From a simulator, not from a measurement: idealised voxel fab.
process module | voxel gate over fins
cross-section cut | 250 nm wide | cells 5 nm
A cross-section is a grid of square cells, given in bands from the top down. A band is one or more rows of cells.
Each band's line starts with the height of the band's top and of its bottom, in nm. Then come its materials from left to right, each with its width in nm. One material with "throughout" fills the band from edge to edge. "air" is empty space.
Height 0 is the level under which the wafer as received is all one material. The lowest band goes on downwards, as in "0 down".
A width such as "30 to 40" changes by the same amount from each row of cells to the next, from the band's top row to its bottom row.
"no change" after a step means that no cell of the cross-section changed.
closed voids: empty space of 8 cells or more with no open way to the top, each as width x height at its distance from the left edge, in nm
after a step's settings: what the simulator itself notes on the step
overlay nm, on a step with a mask: how far to the right of its planned place the mask lay; to the left if negative
plan
1 op RECEIVE | material Si
2 op CONFORMAL_DEP | material SiN | thk nm 5
3 op MASKED_ETCH | tone cover | mask id FINS | width nm 15 | pitch nm 35 | etch materials SiN | depth nm 5 | overlay nm 0
4 op MASKED_ETCH | tone cover | mask id FINS | width nm 15 | pitch nm 35 | etch materials Si | depth nm 40 | overlay nm 0
5 op FILL_DEP | material SiO2 | thk nm 15
6 op CMP | height nm 5
7 op SELECTIVE_ETCH | etch materials SiO2 | depth nm 15
8 op STRIP | etch materials SiN
9 op CONFORMAL_DEP | material HfO2 | thk nm 5
10 op CONFORMAL_DEP | material TiN | thk nm 5
11 op FILL_DEP | material W | thk nm 10
12 op CMP | height nm 15
13 op CONFORMAL_DEP | material SiN | thk nm 5
as received, after step 1
  0 down: Si throughout
  closed voids: none
a wafer at the end: this start, this plan, one mistake
  20 to 15: SiN throughout
  15 to 5: W throughout
  5 to 0: W 95 | TiN 25 | W 10 | TiN 25 | W 95
  0 to -5: W 95 | TiN 5 | Si 15 | TiN 5 | W 10 | TiN 5 | Si 15 | TiN 5 | W 95
  -5 to -10: TiN 100 | Si 15 | TiN 20 | Si 15 | TiN 100
  -10 to -40: SiO2 100 | Si 15 | SiO2 20 | Si 15 | SiO2 100
  -40 down: Si throughout
  closed voids: none
what went wrong: step 9 was left out
